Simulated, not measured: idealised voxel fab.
Process module, titled voxel self aligned contacts
The width of the displayed cross-section, cut, is 145 nm; its cells are square, with a size of 5 nm.
Reading order for cross-sections: top band down to bottom band. Underlying form: a grid of square cells. Band size: one or more rows of cells. Within each band entry, the heights of the top and of the bottom of the band appear first, in that order and in nm; the materials of the band then follow from left to right, each with its corresponding width in nm. The designation "full width" on a single material indicates that it fills the band from edge to edge; the designation "empty" indicates empty space. Heights are reckoned from 0. Under this level, the received wafer is all of one material. The bottommost band is open-ended downward, for example "0..down". Think of "30 to 40" as a width that walks from the first number to the second as you go down the band, top row to bottom row, taking equal-sized steps from row to row. No cell of the cross-section changed in a step that is given as "no change". "Enclosed void list" specifies each empty space that is not open to the top and that occupies no fewer than 8 cells, using the form width x height at distance, the distance measured from the left edge and all three quantities in nm. Note: text after step settings on the step line = simulator remark on that step. The optional step-line setting "overlay nm" applies to steps with a mask and quantifies how far to the right of its planned location the mask lay, a negative value indicating leftward placement.
The steps planned for the process are as follows
- 1: RECEIVE, material Si
- 2: CONFORMAL_DEP, material SiO2, thk nm 5
- 3: DIRECTIONAL_DEP, material polySi, thk nm 20
- 4: DIRECTIONAL_DEP, material SiN, thk nm 20
- 5: PATTERN, tone cover, mask id GATE, material resist, width nm 35, pitch nm 70, thk nm 15, overlay nm 0
- 6: DIRECTIONAL_ETCH, etch materials SiN, depth nm 20
- 7: DIRECTIONAL_ETCH, etch materials polySi, depth nm 20
- 8: STRIP, etch materials resist
- 9: CONFORMAL_DEP, material SiN, thk nm 10
- 10: DIRECTIONAL_ETCH, etch materials SiN, depth nm 10
- 11: FILL_DEP, material SiO2, thk nm 15
- 12: CMP, height nm 55
- 13: DIRECTIONAL_DEP, material aC, thk nm 15
- 14: PATTERN, tone open, mask id CONTACT, material resist, width nm 55, thk nm 30, overlay nm 0
- 15: DIRECTIONAL_ETCH, etch materials aC, depth nm 15
- 16: STRIP, etch materials resist
- 17: DIRECTIONAL_ETCH, etch materials SiO2, depth nm 55
- 18: STRIP, etch materials aC
- 19: CONFORMAL_DEP, material TiN, thk nm 5
- 20: FILL_DEP, material W, thk nm 10
- 21: CMP, height nm 55
- 22: CONFORMAL_DEP, material SiN, thk nm 5
Incoming wafer in cross-section (state: after step 1)
> 0..down | Si full width
> Enclosed void list: none
Module complete - cross-section of the first of two wafers, run according to plan
> 60..55 | SiN full width
> 55..45 | 45 nm SiO2; 5 to 25 nm TiN; 45 to 5 nm W; 5 to 25 nm TiN; 45 nm SiO2
> 45..25 | 10 nm SiO2; 55 nm SiN; 5 nm TiN; 5 nm W; 5 nm TiN; 55 nm SiN; 10 nm SiO2
> 25..5 | 10 nm SiO2; 10 nm SiN; 35 nm polySi; 10 nm SiN; 5 nm TiN; 5 nm W; 5 nm TiN; 10 nm SiN; 35 nm polySi; 10 nm SiN; 10 nm SiO2
> 5..0 | 65 nm SiO2; 15 nm TiN; 65 nm SiO2
> 0..down | Si full width
> Enclosed void list: none
End-of-module cross-section of the second wafer: identical starting point and process plan to the first, with one processing mistake
> 70..55 | SiN full width
> 55..45 | 45 nm SiO2; 5 to 25 nm TiN; 45 to 5 nm W; 5 to 25 nm TiN; 45 nm SiO2
> 45..25 | 10 nm SiO2; 55 nm SiN; 5 nm TiN; 5 nm W; 5 nm TiN; 55 nm SiN; 10 nm SiO2
> 25..5 | 10 nm SiO2; 10 nm SiN; 35 nm polySi; 10 nm SiN; 5 nm TiN; 5 nm W; 5 nm TiN; 10 nm SiN; 35 nm polySi; 10 nm SiN; 10 nm SiO2
> 5..0 | 65 nm SiO2; 15 nm TiN; 65 nm SiO2
> 0..down | Si full width
> Enclosed void list: none
Which mistake was made when the wafer was run? step 22: run off-plan, actual operation and settings CONFORMAL_DEP, material SiN, thk nm 15
Cell-count delta at end, second wafer over first, by material: SiN: 58 more
